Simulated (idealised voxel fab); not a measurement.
process module | voxel wiring stack
cross-section cut | 170 nm wide | cells 5 nm
A cross-section is a grid of square cells, given in bands from the top down. A band is one or more rows of cells.
Each band's line starts with the height of the band's top and of its bottom, in nm. Then come its materials from left to right, each with its width in nm. One material with "throughout" fills the band from edge to edge. "air" is empty space.
Height 0 is the level under which the wafer as received is all one material. The lowest band goes on downwards, as in "0 down".
A width such as "30 to 40" changes by the same amount from each row of cells to the next, from the band's top row to its bottom row.
"no change" after a step means that no cell of the cross-section changed.
closed voids: empty space of 8 cells or more with no open way to the top, each as width x height at its distance from the left edge, in nm
after a step's settings: what the simulator itself notes on the step
overlay nm, on a step with a mask: how far to the right of its planned place the mask lay; to the left if negative
plan
1 op RECEIVE | material Si
2 op CONFORMAL_DEP | material SiO2 | thk nm 10
3 op DIRECTIONAL_DEP | material TiN | thk nm 5
4 op DIRECTIONAL_DEP | material W | thk nm 20
5 op PATTERN | tone cover | mask id METAL_1 | material resist | width nm 20 | pitch nm 35 | thk nm 15 | overlay nm 0
6 op DIRECTIONAL_ETCH | etch materials W | depth nm 20
7 op DIRECTIONAL_ETCH | etch materials TiN | depth nm 5
8 op STRIP | etch materials resist
9 op CONFORMAL_DEP | material SiN | thk nm 5
10 op FILL_DEP | material lowk | thk nm 10
11 op CMP | height nm 35
12 op CONFORMAL_DEP | material SiCN | thk nm 5
13 op DIRECTIONAL_DEP | material SiO2 | thk nm 10
14 op DIRECTIONAL_DEP | material aC | thk nm 10
15 op PATTERN | tone open | mask id PLUG_1 | material resist | width nm 15 | pitch nm 35 | thk nm 25 | overlay nm 0
16 op DIRECTIONAL_ETCH | etch materials aC | depth nm 10
17 op STRIP | etch materials resist
18 op DIRECTIONAL_ETCH | etch materials SiO2 | depth nm 10
19 op DIRECTIONAL_ETCH | etch materials SiCN | depth nm 5
20 op STRIP | etch materials aC
21 op CONFORMAL_DEP | material TiN | thk nm 5
22 op FILL_DEP | material Ru | thk nm 5
23 op CMP | height nm 50
24 op DIRECTIONAL_DEP | material TiN | thk nm 5
25 op DIRECTIONAL_DEP | material Ru | thk nm 15
26 op MASKED_ETCH | tone cover | mask id METAL_2 | width nm 20 | pitch nm 35 | etch materials Ru | depth nm 15 | overlay nm 0
27 op MASKED_ETCH | tone cover | mask id METAL_2 | width nm 20 | pitch nm 35 | etch materials TiN | depth nm 5 | overlay nm 0
28 op FILL_DEP | material SiO2 | thk nm 5
29 op CMP | height nm 70
30 op CONFORMAL_DEP | material SiCN | thk nm 5
31 op DIRECTIONAL_DEP | material SiO2 | thk nm 20
32 op DIRECTIONAL_DEP | material aC | thk nm 15
33 op PATTERN | tone open | mask id PLUG_2 | material resist | width nm 15 | pitch nm 35 | thk nm 35 | overlay nm 0
34 op DIRECTIONAL_ETCH | etch materials aC | depth nm 15
35 op STRIP | etch materials resist
36 op DIRECTIONAL_ETCH | etch materials SiO2 | depth nm 20
37 op DIRECTIONAL_ETCH | etch materials SiCN | depth nm 5
38 op STRIP | etch materials aC
39 op CONFORMAL_DEP | material TiN | thk nm 5
40 op FILL_DEP | material Ru | thk nm 5
41 op CMP | height nm 95
42 op DIRECTIONAL_DEP | material TiN | thk nm 5
43 op DIRECTIONAL_DEP | material W | thk nm 15
44 op MASKED_ETCH | tone cover | mask id METAL_3 | width nm 20 | pitch nm 35 | etch materials W | depth nm 5 | overlay nm 0
45 op MASKED_ETCH | tone cover | mask id METAL_3 | width nm 20 | pitch nm 35 | etch materials TiN | depth nm 5 | overlay nm 0
46 op FILL_DEP | material SiO2 | thk nm 10
47 op CMP | height nm 115
48 op CONFORMAL_DEP | material SiN | thk nm 5
varied across the wafers: depth nm of step 44. The plan shows the first wafer's value. All wafers start alike
first wafer as received, after step 1
  0 down: Si throughout
  closed voids: none
first wafer at the end, after step 48
  120 to 115: SiN throughout
  115 to 110: SiO2 55 | W 20 | SiO2 15 | W 20 | SiO2 60
  110 to 100: W throughout
  100 to 95: TiN throughout
  95 to 75: SiO2 55 | TiN 5 | Ru 5 | TiN 5 | SiO2 20 | TiN 5 | Ru 5 | TiN 5 | SiO2 65
  75 to 70: SiCN 55 | TiN 15 | SiCN 20 | TiN 15 | SiCN 65
  70 to 55: SiO2 55 | Ru 20 | SiO2 15 | Ru 20 | SiO2 60
  55 to 50: SiO2 55 | TiN 20 | SiO2 15 | TiN 20 | SiO2 60
  50 to 40: SiO2 55 | TiN 5 | Ru 5 | TiN 5 | SiO2 20 | TiN 5 | Ru 5 | TiN 5 | SiO2 65
  40 to 35: SiCN 55 | TiN 15 | SiCN 20 | TiN 15 | SiCN 65
  35 to 15: lowk 50 | SiN 5 | W 20 | SiN 5 | lowk 5 | SiN 5 | W 20 | SiN 5 | lowk 55
  15 to 10: SiN 55 | TiN 20 | SiN 15 | TiN 20 | SiN 60
  10 to 0: SiO2 throughout
  0 down: Si throughout
  closed voids: none
last wafer at the end
  120 to 115: SiN throughout
  115 to 100: SiO2 55 | W 20 | SiO2 15 | W 20 | SiO2 60
  100 to 95: SiO2 55 | TiN 20 | SiO2 15 | TiN 20 | SiO2 60
  95 to 75: SiO2 55 | TiN 5 | Ru 5 | TiN 5 | SiO2 20 | TiN 5 | Ru 5 | TiN 5 | SiO2 65
  75 to 70: SiCN 55 | TiN 15 | SiCN 20 | TiN 15 | SiCN 65
  70 to 55: SiO2 55 | Ru 20 | SiO2 15 | Ru 20 | SiO2 60
  55 to 50: SiO2 55 | TiN 20 | SiO2 15 | TiN 20 | SiO2 60
  50 to 40: SiO2 55 | TiN 5 | Ru 5 | TiN 5 | SiO2 20 | TiN 5 | Ru 5 | TiN 5 | SiO2 65
  40 to 35: SiCN 55 | TiN 15 | SiCN 20 | TiN 15 | SiCN 65
  35 to 15: lowk 50 | SiN 5 | W 20 | SiN 5 | lowk 5 | SiN 5 | W 20 | SiN 5 | lowk 55
  15 to 10: SiN 55 | TiN 20 | SiN 15 | TiN 20 | SiN 60
  10 to 0: SiO2 throughout
  0 down: Si throughout
  closed voids: none
each wafer at the end: cells of each material gained (+) or lost (-) since it was received, then its closed voids
depth nm 5 | +36 Ru | +56 SiCN | +76 SiN | +366 SiO2 | +86 TiN | +108 W | +88 lowk | closed voids: none
depth nm 10 | +36 Ru | +56 SiCN | +76 SiN | +392 SiO2 | +86 TiN | +82 W | +88 lowk | closed voids: none
depth nm 15 | +36 Ru | +56 SiCN | +76 SiN | +444 SiO2 | +60 TiN | +56 W | +88 lowk | closed voids: none
depth nm 20 | +36 Ru | +56 SiCN | +76 SiN | +444 SiO2 | +60 TiN | +56 W | +88 lowk | closed voids: none
depth nm 25 | +36 Ru | +56 SiCN | +76 SiN | +444 SiO2 | +60 TiN | +56 W | +88 lowk | closed voids: none
depth nm 30 | +36 Ru | +56 SiCN | +76 SiN | +444 SiO2 | +60 TiN | +56 W | +88 lowk | closed voids: none
